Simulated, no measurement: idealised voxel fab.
Process module name: voxel self aligned contacts
Cross-section cut: width 230 nm, square cells of 5 nm.
Notation: cross-section as square-cell grid; stated in bands, top first, going down; one or more cell rows per band.
What a band's entry tells you: where the top is and where the bottom is, as heights in nm, and after that what lies inside, material by material from left to right, each with its width in nm. Empty space is written as the word "air", and a single material marked with the word "edge to edge" occupies the band from edge to edge.
Beneath 0, the wafer as received is one material, and that level is where height counting begins. The lowest band goes on downward without a bottom; it is written like "top 0, no bottom".
Top row gets the first number, bottom row gets the second, and each row in between changes by the same step: that is how a band width like "30->40" works.
Where a step carries "no alterations made", the cross-section came out of it unchanged, cell for cell.
Closed empty spaces (no open way to the top) of 8 cells or more are what "Fully closed voids" lists, each as width x height at distance from the left edge, nm for all three.
Post-settings text on a step line: simulator's own remark regarding the step.
overlay nm: mask right of planned place by this much (step with mask). Neg. = left.

Listed below are the process steps as planned:
1: RECEIVE,material Si
2: CONFORMAL_DEP,material SiO2,thk nm 5
3: DIRECTIONAL_DEP,material polySi,thk nm 25
4: DIRECTIONAL_DEP,material SiN,thk nm 20
5: DIRECTIONAL_DEP,material aC,thk nm 15
6: PATTERN,tone cover,mask id GATE,material resist,width nm 30,pitch nm 55,thk nm 30,overlay nm 0
7: DIRECTIONAL_ETCH,etch materials aC,depth nm 15
8: STRIP,etch materials resist
9: DIRECTIONAL_ETCH,etch materials SiN,depth nm 20
10: DIRECTIONAL_ETCH,etch materials polySi,depth nm 25
11: STRIP,etch materials aC
12: CONFORMAL_DEP,material SiN,thk nm 5
13: DIRECTIONAL_ETCH,etch materials SiN,depth nm 5
14: FILL_DEP,material SiO2,thk nm 15
15: CMP,height nm 60
16: DIRECTIONAL_DEP,material aC,thk nm 15
17: PATTERN,tone open,mask id CONTACT,material resist,width nm 35,thk nm 35,overlay nm 0
18: DIRECTIONAL_ETCH,etch materials aC,depth nm 15
19: STRIP,etch materials resist
20: DIRECTIONAL_ETCH,etch materials SiO2,depth nm 60
21: STRIP,etch materials aC
22: CONFORMAL_DEP,material TiN,thk nm 5
23: FILL_DEP,material W,thk nm 5
24: CMP,height nm 60
25: CONFORMAL_DEP,material SiN,thk nm 5

First wafer, two in total, run as planned:

Wafer cross-section on receipt, i.e. after step 1:
    top 0, no bottom  Si edge to edge
    Fully closed voids: none

Wafer section view after processing step 2:
    top 5, bottom 0  SiO2 edge to edge
    Below a height of 0, the structure has not been altered.

Wafer section view after processing step 3:
    top 30, bottom 5  polySi edge to edge
    Below a height of 5, the structure has not been altered.

Wafer section view after processing step 4:
    top 50, bottom 30  SiN edge to edge
    Below a height of 30, the structure has not been altered.

Wafer section view after processing step 5:
    top 65, bottom 50  aC edge to edge
    Below a height of 50, the structure has not been altered.

Wafer section view after processing step 6:
    top 95, bottom 65  air 70, then resist 30, then air 25, then resist 30, then air 75
    Below a height of 65, the structure has not been altered.

Wafer section view after processing step 7:
    top 80, bottom 65  air 70, then resist 30, then air 25, then resist 30, then air 75
    top 65, bottom 50  air 70, then aC 30, then air 25, then aC 30, then air 75
    Below a height of 50, the structure has not been altered.

Wafer section view after processing step 8:
    top 65, bottom 50  air 70, then aC 30, then air 25, then aC 30, then air 75
    Below a height of 50, the structure has not been altered.

Wafer section view after processing step 9:
    top 65, bottom 50  air 70, then aC 30, then air 25, then aC 30, then air 75
    top 50, bottom 30  air 70, then SiN 30, then air 25, then SiN 30, then air 75
    Below a height of 30, the structure has not been altered.

Wafer section view after processing step 10:
    top 65, bottom 50  air 70, then aC 30, then air 25, then aC 30, then air 75
    top 50, bottom 30  air 70, then SiN 30, then air 25, then SiN 30, then air 75
    top 30, bottom 5  air 70, then polySi 30, then air 25, then polySi 30, then air 75
    Below a height of 5, the structure has not been altered.

Wafer section view after processing step 11:
    top 50, bottom 30  air 70, then SiN 30, then air 25, then SiN 30, then air 75
    Below a height of 30, the structure has not been altered.

Wafer section view after processing step 12:
    top 55, bottom 30  air 65, then SiN 40, then air 15, then SiN 40, then air 70
    top 30, bottom 10  air 65, then SiN 5, then polySi 30, then SiN 5, then air 15, then SiN 5, then polySi 30, then SiN 5, then air 70
    top 10, bottom 5  SiN 70, then polySi 30, then SiN 25, then polySi 30, then SiN 75
    Below a height of 5, the structure has not been altered.

Wafer section view after processing step 13:
    top 50, bottom 30  air 65, then SiN 40, then air 15, then SiN 40, then air 70
    top 30, bottom 5  air 65, then SiN 5, then polySi 30, then SiN 5, then air 15, then SiN 5, then polySi 30, then SiN 5, then air 70
    Below a height of 5, the structure has not been altered.

Wafer section view after processing step 14:
    top 65, bottom 50  SiO2 edge to edge
    top 50, bottom 30  SiO2 65, then SiN 40, then SiO2 15, then SiN 40, then SiO2 70
    top 30, bottom 5  SiO2 65, then SiN 5, then polySi 30, then SiN 5, then SiO2 15, then SiN 5, then polySi 30, then SiN 5, then SiO2 70
    Below a height of 5, the structure has not been altered.

Wafer section view after processing step 15:
    top 60, bottom 50  SiO2 edge to edge
    Below a height of 50, the structure has not been altered.

Wafer section view after processing step 16:
    top 75, bottom 60  aC edge to edge
    Below a height of 60, the structure has not been altered.

Wafer section view after processing step 17:
    top 110, bottom 75  resist 95, then air 35, then resist 100
    Below a height of 75, the structure has not been altered.

Wafer section view after processing step 18:
    top 95, bottom 75  resist 95, then air 35, then resist 100
    top 75, bottom 60  aC 95, then air 35, then aC 100
    Below a height of 60, the structure has not been altered.

Wafer section view after processing step 19:
    top 75, bottom 60  aC 95, then air 35, then aC 100
    Below a height of 60, the structure has not been altered.

Wafer section view after processing step 20:
    top 75, bottom 60  aC 95, then air 35, then aC 100
    top 60, bottom 50  SiO2 95, then air 35, then SiO2 100
    top 50, bottom 30  SiO2 65, then SiN 40, then air 15, then SiN 40, then SiO2 70
    top 30, bottom 5  SiO2 65, then SiN 5, then polySi 30, then SiN 5, then air 15, then SiN 5, then polySi 30, then SiN 5, then SiO2 70
    top 5, bottom 0  SiO2 105, then air 15, then SiO2 110
    Below a height of 0, the structure has not been altered.

Wafer section view after processing step 21:
    top 60, bottom 50  SiO2 95, then air 35, then SiO2 100
    Below a height of 50, the structure has not been altered.

Wafer section view after processing step 22:
    top 65, bottom 60  TiN 100, then air 25, then TiN 105
    top 60, bottom 50  SiO2 95, then TiN 5->15, then air 25->5, then TiN 5->15, then SiO2 100
    top 50, bottom 30  SiO2 65, then SiN 40, then TiN 5, then air 5, then TiN 5, then SiN 40, then SiO2 70
    top 30, bottom 5  SiO2 65, then SiN 5, then polySi 30, then SiN 5, then TiN 5, then air 5, then TiN 5, then SiN 5, then polySi 30, then SiN 5, then SiO2 70
    top 5, bottom 0  SiO2 105, then TiN 15, then SiO2 110
    Below a height of 0, the structure has not been altered.

Wafer section view after processing step 23:
    top 70, bottom 65  W edge to edge
    top 65, bottom 60  TiN 100, then W 25, then TiN 105
    top 60, bottom 50  SiO2 95, then TiN 5->15, then W 25->5, then TiN 5->15, then SiO2 100
    top 50, bottom 30  SiO2 65, then SiN 40, then TiN 5, then W 5, then TiN 5, then SiN 40, then SiO2 70
    top 30, bottom 5  SiO2 65, then SiN 5, then polySi 30, then SiN 5, then TiN 5, then W 5, then TiN 5, then SiN 5, then polySi 30, then SiN 5, then SiO2 70
    Below a height of 5, the structure has not been altered.

Wafer section view after processing step 24:
    top 60, bottom 50  SiO2 95, then TiN 5->15, then W 25->5, then TiN 5->15, then SiO2 100
    Below a height of 50, the structure has not been altered.

Wafer section view after processing step 25:
    top 65, bottom 60  SiN edge to edge
    Below a height of 60, the structure has not been altered.

Second wafer - shared start and plan with the first - one error in running - same as the first up to step 16 inclusive:

Cross-section, second wafer, at the end time the plan gives for step 17:
    top 110, bottom 75  resist 105, then air 35, then resist 90
    Below a height of 75, the structure has not been altered.

Cross-section, second wafer, at the end time the plan gives for step 18:
    top 95, bottom 75  resist 105, then air 35, then resist 90
    top 75, bottom 60  aC 105, then air 35, then aC 90
    Below a height of 60, the structure has not been altered.

Cross-section, second wafer, at the end time the plan gives for step 19:
    top 75, bottom 60  aC 105, then air 35, then aC 90
    Below a height of 60, the structure has not been altered.

Cross-section, second wafer, at the end time the plan gives for step 20:
    top 75, bottom 60  aC 105, then air 35, then aC 90
    top 60, bottom 50  SiO2 105, then air 35, then SiO2 90
    top 50, bottom 30  SiO2 65, then SiN 40, then air 15, then SiN 40, then SiO2 70
    top 30, bottom 5  SiO2 65, then SiN 5, then polySi 30, then SiN 5, then air 15, then SiN 5, then polySi 30, then SiN 5, then SiO2 70
    top 5, bottom 0  SiO2 105, then air 15, then SiO2 110
    Below a height of 0, the structure has not been altered.

Cross-section, second wafer, at the end time the plan gives for step 21:
    top 60, bottom 50  SiO2 105, then air 35, then SiO2 90
    Below a height of 50, the structure has not been altered.

Cross-section, second wafer, at the end time the plan gives for step 22:
    top 65, bottom 60  TiN 110, then air 25, then TiN 95
    top 60, bottom 50  SiO2 105, then TiN 5, then air 25->5, then TiN 5->25, then SiO2 90
    top 50, bottom 30  SiO2 65, then SiN 40, then TiN 5, then air 5, then TiN 5, then SiN 40, then SiO2 70
    top 30, bottom 5  SiO2 65, then SiN 5, then polySi 30, then SiN 5, then TiN 5, then air 5, then TiN 5, then SiN 5, then polySi 30, then SiN 5, then SiO2 70
    top 5, bottom 0  SiO2 105, then TiN 15, then SiO2 110
    Below a height of 0, the structure has not been altered.

Cross-section, second wafer, at the end time the plan gives for step 23:
    top 70, bottom 65  W edge to edge
    top 65, bottom 60  TiN 110, then W 25, then TiN 95
    top 60, bottom 50  SiO2 105, then TiN 5, then W 25->5, then TiN 5->25, then SiO2 90
    top 50, bottom 30  SiO2 65, then SiN 40, then TiN 5, then W 5, then TiN 5, then SiN 40, then SiO2 70
    top 30, bottom 5  SiO2 65, then SiN 5, then polySi 30, then SiN 5, then TiN 5, then W 5, then TiN 5, then SiN 5, then polySi 30, then SiN 5, then SiO2 70
    Below a height of 5, the structure has not been altered.

Cross-section, second wafer, at the end time the plan gives for step 24:
    top 60, bottom 50  SiO2 105, then TiN 5, then W 25->5, then TiN 5->25, then SiO2 90
    Below a height of 50, the structure has not been altered.

Cross-section, second wafer, at the end time the plan gives for step 25:
    top 65, bottom 60  SiN edge to edge
    Below a height of 60, the structure has not been altered.
Run error: planned and actual differ for step 17; actual: PATTERN,tone open,mask id CONTACT,material resist,width nm 35,thk nm 35,overlay nm 10
If you tally the cells, the second wafer ends up with the same amount of every material as the first; it's all just sitting in different places.
